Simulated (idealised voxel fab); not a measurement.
process module | voxel ribs on slabs
cross-section cut | 150 nm wide | cells 5 nm
A cross-section is a grid of square cells, given in bands from the top down. A band is one or more rows of cells.
Each band's line starts with the height of the band's top and of its bottom, in nm. Then come its materials from left to right, each with its width in nm. One material with "throughout" fills the band from edge to edge. "air" is empty space.
Height 0 is the level under which the wafer as received is all one material. The lowest band goes on downwards, as in "0 down".
A width such as "30 to 40" changes by the same amount from each row of cells to the next, from the band's top row to its bottom row.
"no change" after a step means that no cell of the cross-section changed.
closed voids: empty space of 8 cells or more with no open way to the top, each as width x height at its distance from the left edge, in nm
after a step's settings: what the simulator itself notes on the step
overlay nm, on a step with a mask: how far to the right of its planned place the mask lay; to the left if negative
plan
1 op RECEIVE | material Si
2 op DIRECTIONAL_DEP | material SiO2 | thk nm 20
3 op DIRECTIONAL_DEP | material SiN | thk nm 25
4 op PATTERN | tone cover | mask id RIB | material resist | width nm 30 | thk nm 20 | overlay nm 0
5 op DIRECTIONAL_ETCH | etch materials SiN | depth nm 10
6 op STRIP | etch materials resist
7 op PATTERN | tone cover | mask id SLAB | material resist | width nm 80 | thk nm 20 | overlay nm 0
8 op DIRECTIONAL_ETCH | etch materials SiN | depth nm 15
9 op STRIP | etch materials resist
10 op FILL_DEP | material SiO2 | thk nm 30
11 op CMP | height nm 65
12 op DIRECTIONAL_DEP | material W | thk nm 5
13 op MASKED_ETCH | tone cover | mask id HEATER | width nm 40 | etch materials W | depth nm 5 | overlay nm 0
14 op CONFORMAL_DEP | material SiO2 | thk nm 5
as received, after step 1
  0 down: Si throughout
  closed voids: none
a wafer at the end: this start, this plan, one mistake
  75 to 70: air 50 | SiO2 50 | air 50
  70 to 65: SiO2 55 | W 40 | SiO2 55
  65 to 45: SiO2 throughout
  45 to 35: SiO2 60 | SiN 30 | SiO2 60
  35 to 20: SiO2 45 | SiN 80 | SiO2 25
  20 to 0: SiO2 throughout
  0 down: Si throughout
  closed voids: none
what went wrong: step 7 ran as: op PATTERN | tone cover | mask id SLAB | material resist | width nm 80 | thk nm 20 | overlay nm 10
